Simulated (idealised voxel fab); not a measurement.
process module | voxel ribs on slabs
cross-section cut | 190 nm wide | cells 5 nm
A cross-section is a grid of square cells, given in bands from the top down. A band is one or more rows of cells.
Each band's line starts with the height of the band's top and of its bottom, in nm. Then come its materials from left to right, each with its width in nm. One material with "throughout" fills the band from edge to edge. "air" is empty space.
Height 0 is the level under which the wafer as received is all one material. The lowest band goes on downwards, as in "0 down".
A width such as "30 to 40" changes by the same amount from each row of cells to the next, from the band's top row to its bottom row.
"no change" after a step means that no cell of the cross-section changed.
closed voids: empty space of 8 cells or more with no open way to the top, each as width x height at its distance from the left edge, in nm
after a step's settings: what the simulator itself notes on the step
overlay nm, on a step with a mask: how far to the right of its planned place the mask lay; to the left if negative
plan
1 op RECEIVE | material Si
2 op DIRECTIONAL_DEP | material SiO2 | thk nm 20
3 op DIRECTIONAL_DEP | material SiN | thk nm 20
4 op DIRECTIONAL_DEP | material aC | thk nm 10
5 op PATTERN | tone cover | mask id RIB | material resist | width nm 20 | thk nm 30 | overlay nm 0
6 op DIRECTIONAL_ETCH | etch materials aC | depth nm 10
7 op STRIP | etch materials resist
8 op DIRECTIONAL_ETCH | etch materials SiN | depth nm 10
9 op STRIP | etch materials aC
10 op MASKED_ETCH | tone cover | mask id SLAB | width nm 70 | etch materials SiN | depth nm 10 | overlay nm 0
11 op FILL_DEP | material SiO2 | thk nm 20
12 op CMP | height nm 55
13 op DIRECTIONAL_DEP | material TiN | thk nm 10
14 op PATTERN | tone cover | mask id HEATER | material resist | width nm 40 | thk nm 20 | overlay nm 0
15 op DIRECTIONAL_ETCH | etch materials TiN | depth nm 10
16 op STRIP | etch materials resist
17 op CONFORMAL_DEP | material SiN | thk nm 5
varied across the wafers: width nm of step 5. The plan shows the first wafer's value. All wafers start alike
first wafer as received, after step 1
  0 down: Si throughout
  closed voids: none
first wafer at the end, after step 17
  70 to 65: air 70 | SiN 50 | air 70
  65 to 60: air 70 | SiN 5 | TiN 40 | SiN 5 | air 70
  60 to 55: SiN 75 | TiN 40 | SiN 75
  55 to 40: SiO2 throughout
  40 to 30: SiO2 85 | SiN 20 | SiO2 85
  30 to 20: SiO2 60 | SiN 70 | SiO2 60
  20 to 0: SiO2 throughout
  0 down: Si throughout
  closed voids: none
last wafer at the end
  70 to 65: air 70 | SiN 50 | air 70
  65 to 60: air 70 | SiN 5 | TiN 40 | SiN 5 | air 70
  60 to 55: SiN 75 | TiN 40 | SiN 75
  55 to 40: SiO2 throughout
  40 to 30: SiO2 75 | SiN 45 | SiO2 70
  30 to 20: SiO2 60 | SiN 70 | SiO2 60
  20 to 0: SiO2 throughout
  0 down: Si throughout
  closed voids: none
each wafer at the end: cells of each material gained (+) or lost (-) since it was received, then its closed voids
width nm 20 | +78 SiN | +382 SiO2 | +16 TiN | closed voids: none
width nm 25 | +80 SiN | +380 SiO2 | +16 TiN | closed voids: none
width nm 30 | +82 SiN | +378 SiO2 | +16 TiN | closed voids: none
width nm 35 | +84 SiN | +376 SiO2 | +16 TiN | closed voids: none
width nm 40 | +86 SiN | +374 SiO2 | +16 TiN | closed voids: none
width nm 45 | +88 SiN | +372 SiO2 | +16 TiN | closed voids: none
